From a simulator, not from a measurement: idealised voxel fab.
Process module name: voxel wiring stack
It is cross-section cut that appears here, measuring 255 nm in width, its square cells being 5 nm in size.
Think of the cross-section as a grid of square cells. We describe it in bands, top to bottom, and each band covers one or more rows of those cells. The entry gives the band's vertical extent as a top height and a bottom height in nm, then its horizontal make-up as materials from left to right, each with a width in nm. "blank" stands for empty space; a single material marked "edge to edge" fills the band edge to edge. Height 0 is the level under which the wafer as received is all one material. The lowest band goes on downwards, as in "0..down". Think of "30..40" as a width that walks from the first number to the second as you go down the band, top row to bottom row, taking equal-sized steps from row to row. When a step is marked "remained unchanged", none of the cells in the cross-section changed during that step. Listed in "Encapsulated voids": every empty space of 8 or more cells without an open way to the top. Form: width x height at distance, the distance being from the left edge, all in nm. after a step's settings: what the simulator itself notes on the step. The "overlay nm" setting may appear on a step's line; for a step that uses a mask, it gives how far to the right of its planned position the mask lay, and a negative value indicates the left. Each pair of cross-sections that follows straddles one process step: the one shows the state before the step, the other the state after it, down to the lowest band that changed and no further. The step in question, and its settings, are given under the pair. Note that a pair is not necessarily a continuation of the pair above it, since pairs can come from different runs of this module on the same starting wafer; it is a continuation only where its entry headed "Prior to step" says so.
Prior to step:
    110..95  resist 90 nm, then blank 15 nm, then resist 35 nm, then blank 15 nm, then resist 100 nm
    95..80  SiO2 90 nm, then blank 15 nm, then SiO2 35 nm, then blank 15 nm, then SiO2 100 nm
    80..75  SiCN edge to edge
    75..60  lowk 90 nm, then TiN 5 nm, then W 15 nm, then TiN 5 nm, then lowk 25 nm, then TiN 5 nm, then W 15 nm, then TiN 5 nm, then lowk 90 nm
    60..55  SiN 90 nm, then TiN 25 nm, then SiN 25 nm, then TiN 25 nm, then SiN 90 nm
    55..40  lowk 90 nm, then SiN 5 nm, then TiN 5 nm, then SiN 5 nm, then lowk 35 nm, then SiN 5 nm, then TiN 5 nm, then SiN 5 nm, then lowk 100 nm
    40..35  SiCN 90 nm, then SiN 5 nm, then TiN 5 nm, then SiN 5 nm, then SiCN 35 nm, then SiN 5 nm, then TiN 5 nm, then SiN 5 nm, then SiCN 100 nm
    35..20  Cu 85 nm, then TiN 5 nm, then lowk 25 nm, then TiN 5 nm, then Cu 15 nm, then TiN 5 nm, then lowk 25 nm, then TiN 5 nm, then Cu 85 nm
    20..15  TiN 90 nm, then SiCN 25 nm, then TiN 25 nm, then SiCN 25 nm, then TiN 90 nm
    15..0  SiO2 edge to edge
    0..down  Si edge to edge
    Encapsulated voids: none
Cut View, Post-Step:
    110..95  resist 90 nm, then blank 15 nm, then resist 35 nm, then blank 15 nm, then resist 100 nm
    95..80  SiO2 90 nm, then blank 15 nm, then SiO2 35 nm, then blank 15 nm, then SiO2 100 nm
    80..75  SiCN 90 nm, then blank 15 nm, then SiCN 35 nm, then blank 15 nm, then SiCN 100 nm
    Below 75, no change.
    Encapsulated voids: none
The process step separating the two cross-sections depicted above is as follows: DIRECTIONAL_ETCH,etch materials SiCN,depth nm 5
Prior to step: refer to the pair immediately above; the cross-section shown after its step is the state before this one.
Cut View, Post-Step:
    95..80  SiO2 90 nm, then blank 15 nm, then SiO2 35 nm, then blank 15 nm, then SiO2 100 nm
    Below 80, no change.
    Encapsulated voids: none
The process step separating the two cross-sections depicted above is as follows: STRIP,etch materials resist
Prior to step: refer to the pair immediately above; the cross-section shown after its step is the state before this one.
Cut View, Post-Step:
    95..85  SiO2 90 nm, then blank 15 nm, then SiO2 35 nm, then blank 15 nm, then SiO2 100 nm
    85..80  SiO2 90 nm, then Ru 15 nm, then SiO2 35 nm, then Ru 15 nm, then SiO2 100 nm
    80..75  SiCN 90 nm, then Ru 15 nm, then SiCN 35 nm, then Ru 15 nm, then SiCN 100 nm
    Below 75, no change.
    Encapsulated voids: none
The process step separating the two cross-sections depicted above is as follows: EPI,material Ru,thk nm 10
Prior to step: refer to the pair immediately above; the cross-section shown after its step is the state before this one.
Cut View, Post-Step:
    95..80  SiO2 90 nm, then Ru 15 nm, then SiO2 35 nm, then Ru 15 nm, then SiO2 100 nm
    Below 80, no change.
    Encapsulated voids: none
The process step separating the two cross-sections depicted above is as follows: EPI,material Ru,thk nm 10
Prior to step: refer to the pair immediately above; the cross-section shown after its step is the state before this one.
Cut View, Post-Step:
    100..95  TiN edge to edge
    Below 95, no change.
    Encapsulated voids: none
The process step separating the two cross-sections depicted above is as follows: DIRECTIONAL_DEP,material TiN,thk nm 5
Prior to step: refer to the pair immediately above; the cross-section shown after its step is the state before this one.
Cut View, Post-Step:
    115..100  W edge to edge
    Below 100, no change.
    Encapsulated voids: none
The process step separating the two cross-sections depicted above is as follows: DIRECTIONAL_DEP,material W,thk nm 15
Prior to step: refer to the pair immediately above; the cross-section shown after its step is the state before this one.
Cut View, Post-Step:
    125..115  aC edge to edge
    Below 115, no change.
    Encapsulated voids: none
The process step separating the two cross-sections depicted above is as follows: DIRECTIONAL_DEP,material aC,thk nm 10
Prior to step: refer to the pair immediately above; the cross-section shown after its step is the state before this one.
Cut View, Post-Step:
    150..125  blank 90 nm, then resist 25 nm, then blank 25 nm, then resist 25 nm, then blank 90 nm
    Below 125, no change.
    Encapsulated voids: none
The process step separating the two cross-sections depicted above is as follows: PATTERN,tone cover,mask id METAL_3,material resist,width nm 25,pitch nm 50,thk nm 25,overlay nm 0
Prior to step: refer to the pair immediately above; the cross-section shown after its step is the state before this one.
Cut View, Post-Step:
    140..125  blank 90 nm, then resist 25 nm, then blank 25 nm, then resist 25 nm, then blank 90 nm
    125..115  blank 90 nm, then aC 25 nm, then blank 25 nm, then aC 25 nm, then blank 90 nm
    Below 115, no change.
    Encapsulated voids: none
The process step separating the two cross-sections depicted above is as follows: DIRECTIONAL_ETCH,etch materials aC,depth nm 10
Prior to step: refer to the pair immediately above; the cross-section shown after its step is the state before this one.
Cut View, Post-Step:
    125..115  blank 90 nm, then aC 25 nm, then blank 25 nm, then aC 25 nm, then blank 90 nm
    Below 115, no change.
    Encapsulated voids: none
The process step separating the two cross-sections depicted above is as follows: STRIP,etch materials resist
Prior to step: refer to the pair immediately above; the cross-section shown after its step is the state before this one.
Cut View, Post-Step:
    125..115  blank 90 nm, then aC 25 nm, then blank 25 nm, then aC 25 nm, then blank 90 nm
    115..100  blank 90 nm, then W 25 nm, then blank 25 nm, then W 25 nm, then blank 90 nm
    Below 100, no change.
    Encapsulated voids: none
The process step separating the two cross-sections depicted above is as follows: DIRECTIONAL_ETCH,etch materials W,depth nm 15
Prior to step: refer to the pair immediately above; the cross-section shown after its step is the state before this one.
Cut View, Post-Step:
    125..115  blank 90 nm, then aC 25 nm, then blank 25 nm, then aC 25 nm, then blank 90 nm
    115..100  blank 90 nm, then W 25 nm, then blank 25 nm, then W 25 nm, then blank 90 nm
    100..95  blank 90 nm, then TiN 25 nm, then blank 25 nm, then TiN 25 nm, then blank 90 nm
    Below 95, no change.
    Encapsulated voids: none
The process step separating the two cross-sections depicted above is as follows: DIRECTIONAL_ETCH,etch materials TiN,depth nm 5
Prior to step: refer to the pair immediately above; the cross-section shown after its step is the state before this one.
Cut View, Post-Step:
    115..100  blank 90 nm, then W 25 nm, then blank 25 nm, then W 25 nm, then blank 90 nm
    Below 100, no change.
    Encapsulated voids: none
The process step separating the two cross-sections depicted above is as follows: STRIP,etch materials aC
Prior to step: refer to the pair immediately above; the cross-section shown after its step is the state before this one.
Cut View, Post-Step:
    120..115  blank 85 nm, then SiCN 35 nm, then blank 15 nm, then SiCN 35 nm, then blank 85 nm
    115..100  blank 85 nm, then SiCN 5 nm, then W 25 nm, then SiCN 5 nm, then blank 15 nm, then SiCN 5 nm, then W 25 nm, then SiCN 5 nm, then blank 85 nm
    100..95  SiCN 90 nm, then TiN 25 nm, then SiCN 25 nm, then TiN 25 nm, then SiCN 90 nm
    Below 95, no change.
    Encapsulated voids: none
The process step separating the two cross-sections depicted above is as follows: CONFORMAL_DEP,material SiCN,thk nm 5
Prior to step: refer to the pair immediately above; the cross-section shown after its step is the state before this one.
Cut View, Post-Step:
    130..120  SiO2 edge to edge
    120..115  SiO2 85 nm, then SiCN 35 nm, then SiO2 15 nm, then SiCN 35 nm, then SiO2 85 nm
    115..100  SiO2 85 nm, then SiCN 5 nm, then W 25 nm, then SiCN 5 nm, then SiO2 15 nm, then SiCN 5 nm, then W 25 nm, then SiCN 5 nm, then SiO2 85 nm
    Below 100, no change.
    Encapsulated voids: none
The process step separating the two cross-sections depicted above is as follows: FILL_DEP,material SiO2,thk nm 10
Prior to step: refer to the pair immediately above; the cross-section shown after its step is the state before this one.
Cut View, Post-Step:
    115..100  SiO2 85 nm, then SiCN 5 nm, then W 25 nm, then SiCN 5 nm, then SiO2 15 nm, then SiCN 5 nm, then W 25 nm, then SiCN 5 nm, then SiO2 85 nm
    Below 100, no change.
    Encapsulated voids: none
The process step separating the two cross-sections depicted above is as follows: CMP,height nm 115
Prior to step: refer to the pair immediately above; the cross-section shown after its step is the state before this one.
Cut View, Post-Step:
    120..115  SiCN edge to edge
    Below 115, no change.
    Encapsulated voids: none
The process step separating the two cross-sections depicted above is as follows: CONFORMAL_DEP,material SiCN,thk nm 5
